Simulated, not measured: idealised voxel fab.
process module | voxel fin reveal
cross-section cut | 250 nm wide | cells 5 nm
A cross-section is a grid of square cells, given in bands from the top down. A band is one or more rows of cells.
Each band's line starts with the height of the band's top and of its bottom, in nm. Then come its materials from left to right, each with its width in nm. One material with "throughout" fills the band from edge to edge. "air" is empty space.
Height 0 is the level under which the wafer as received is all one material. The lowest band goes on downwards, as in "0 down".
A width such as "30 to 40" changes by the same amount from each row of cells to the next, from the band's top row to its bottom row.
"no change" after a step means that no cell of the cross-section changed.
closed voids: empty space of 8 cells or more with no open way to the top, each as width x height at its distance from the left edge, in nm
after a step's settings: what the simulator itself notes on the step
overlay nm, on a step with a mask: how far to the right of its planned place the mask lay; to the left if negative
plan
1 op RECEIVE | material Si
2 op CONFORMAL_DEP | material SiN | thk nm 5
3 op DIRECTIONAL_DEP | material aC | thk nm 15
4 op PATTERN | tone cover | mask id FINS | material resist | width nm 15 | pitch nm 35 | thk nm 35 | overlay nm 0
5 op DIRECTIONAL_ETCH | etch materials aC | depth nm 15
6 op STRIP | etch materials resist
7 op DIRECTIONAL_ETCH | etch materials SiN | depth nm 5
8 op DIRECTIONAL_ETCH | etch materials Si | depth nm 30
9 op STRIP | etch materials aC
10 op FILL_DEP | material SiO2 | thk nm 5
11 op CMP | height nm 5
12 op SELECTIVE_ETCH | etch materials SiO2 | depth nm 25
13 op STRIP | etch materials SiN
14 op CONFORMAL_DEP | material HfO2 | thk nm 5
first wafer, as planned
as received, after step 1
  0 down: Si throughout
  closed voids: none
after step 2
  5 to 0: SiN throughout
  below 0: unchanged
after step 3
  20 to 5: aC throughout
  below 5: unchanged
after step 4
  55 to 20: air 65 | resist 15 | air 20 | resist 15 | air 20 | resist 15 | air 20 | resist 15 | air 65
  below 20: unchanged
after step 5
  40 to 20: air 65 | resist 15 | air 20 | resist 15 | air 20 | resist 15 | air 20 | resist 15 | air 65
  20 to 5: air 65 | aC 15 | air 20 | aC 15 | air 20 | aC 15 | air 20 | aC 15 | air 65
  below 5: unchanged
after step 6
  20 to 5: air 65 | aC 15 | air 20 | aC 15 | air 20 | aC 15 | air 20 | aC 15 | air 65
  below 5: unchanged
after step 7
  20 to 5: air 65 | aC 15 | air 20 | aC 15 | air 20 | aC 15 | air 20 | aC 15 | air 65
  5 to 0: air 65 | SiN 15 | air 20 | SiN 15 | air 20 | SiN 15 | air 20 | SiN 15 | air 65
  below 0: unchanged
after step 8
  20 to 5: air 65 | aC 15 | air 20 | aC 15 | air 20 | aC 15 | air 20 | aC 15 | air 65
  5 to 0: air 65 | SiN 15 | air 20 | SiN 15 | air 20 | SiN 15 | air 20 | SiN 15 | air 65
  0 to -30: air 65 | Si 15 | air 20 | Si 15 | air 20 | Si 15 | air 20 | Si 15 | air 65
  below -30: unchanged
after step 9
  5 to 0: air 65 | SiN 15 | air 20 | SiN 15 | air 20 | SiN 15 | air 20 | SiN 15 | air 65
  below 0: unchanged
after step 10
  10 to 5: SiO2 throughout
  5 to 0: SiO2 65 | SiN 15 | SiO2 20 | SiN 15 | SiO2 20 | SiN 15 | SiO2 20 | SiN 15 | SiO2 65
  0 to -30: SiO2 65 | Si 15 | SiO2 20 | Si 15 | SiO2 20 | Si 15 | SiO2 20 | Si 15 | SiO2 65
  below -30: unchanged
after step 11
  5 to 0: SiO2 65 | SiN 15 | SiO2 20 | SiN 15 | SiO2 20 | SiN 15 | SiO2 20 | SiN 15 | SiO2 65
  below 0: unchanged
after step 12
  5 to 0: air 65 | SiN 15 | air 20 | SiN 15 | air 20 | SiN 15 | air 20 | SiN 15 | air 65
  0 to -20: air 65 | Si 15 | air 20 | Si 15 | air 20 | Si 15 | air 20 | Si 15 | air 65
  below -20: unchanged
after step 13
  0 to -20: air 65 | Si 15 | air 20 | Si 15 | air 20 | Si 15 | air 20 | Si 15 | air 65
  below -20: unchanged
after step 14
  5 to 0: air 60 | HfO2 25 | air 10 | HfO2 25 | air 10 | HfO2 25 | air 10 | HfO2 25 | air 60
  0 to -15: air 60 | HfO2 5 | Si 15 | HfO2 5 | air 10 | HfO2 5 | Si 15 | HfO2 5 | air 10 | HfO2 5 | Si 15 | HfO2 5 | air 10 | HfO2 5 | Si 15 | HfO2 5 | air 60
  -15 to -20: HfO2 65 | Si 15 | HfO2 20 | Si 15 | HfO2 20 | Si 15 | HfO2 20 | Si 15 | HfO2 65
  below -20: unchanged
second wafer: like start, like plan, one mistake. Through step 13 it matches the first wafer
when step 14 should have ended: no change
what went wrong: step 14 was left out
at the end the second wafer has, in cells: 82 fewer of HfO2
